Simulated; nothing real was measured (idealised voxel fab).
process module | voxel fin reveal
cross-section cut | 180 nm wide | cells 5 nm
A cross-section is a grid of square cells, given in bands from the top down. A band is one or more rows of cells.
Each band's line starts with the height of the band's top and of its bottom, in nm. Then come its materials from left to right, each with its width in nm. One material with "throughout" fills the band from edge to edge. "air" is empty space.
Height 0 is the level under which the wafer as received is all one material. The lowest band goes on downwards, as in "0 down".
A width such as "30 to 40" changes by the same amount from each row of cells to the next, from the band's top row to its bottom row.
"no change" after a step means that no cell of the cross-section changed.
closed voids: empty space of 8 cells or more with no open way to the top, each as width x height at its distance from the left edge, in nm
after a step's settings: what the simulator itself notes on the step
overlay nm, on a step with a mask: how far to the right of its planned place the mask lay; to the left if negative
plan
1 op RECEIVE | material Si
2 op CONFORMAL_DEP | material SiN | thk nm 10
3 op DIRECTIONAL_DEP | material aC | thk nm 10
4 op PATTERN | tone cover | mask id FINS | material resist | width nm 15 | pitch nm 35 | thk nm 30 | overlay nm 0
5 op DIRECTIONAL_ETCH | etch materials aC | depth nm 10
6 op STRIP | etch materials resist
7 op DIRECTIONAL_ETCH | etch materials SiN | depth nm 10
8 op DIRECTIONAL_ETCH | etch materials Si | depth nm 40
9 op STRIP | etch materials aC
10 op FILL_DEP | material SiO2 | thk nm 5
11 op CMP | height nm 10
12 op SELECTIVE_ETCH | etch materials SiO2 | depth nm 25
13 op STRIP | etch materials SiN
14 op CONFORMAL_DEP | material SiO2 | thk nm 5
as received, after step 1
  0 down: Si throughout
  closed voids: none
first wafer at the end, as planned
  5 to 0: air 40 | SiO2 25 | air 10 | SiO2 25 | air 10 | SiO2 25 | air 45
  0 to -10: air 40 | SiO2 5 | Si 15 | SiO2 5 | air 10 | SiO2 5 | Si 15 | SiO2 5 | air 10 | SiO2 5 | Si 15 | SiO2 5 | air 45
  -10 to -40: SiO2 45 | Si 15 | SiO2 20 | Si 15 | SiO2 20 | Si 15 | SiO2 50
  -40 down: Si throughout
  closed voids: none
second wafer at the end: like start, like plan, one mistake
  5 to 0: air 40 | SiO2 30 | air 5 | SiO2 30 | air 5 | SiO2 30 | air 40
  0 to -10: air 40 | SiO2 5 | Si 20 | SiO2 5 | air 5 | SiO2 5 | Si 20 | SiO2 5 | air 5 | SiO2 5 | Si 20 | SiO2 5 | air 40
  -10 to -40: SiO2 45 | Si 20 | SiO2 15 | Si 20 | SiO2 15 | Si 20 | SiO2 45
  -40 down: Si throughout
  closed voids: none
what went wrong: step 4 ran as: op PATTERN | tone cover | mask id FINS | material resist | width nm 20 | pitch nm 35 | thk nm 30 | overlay nm 0
at the end the second wafer has, in cells: 24 more of Si | 15 fewer of SiO2
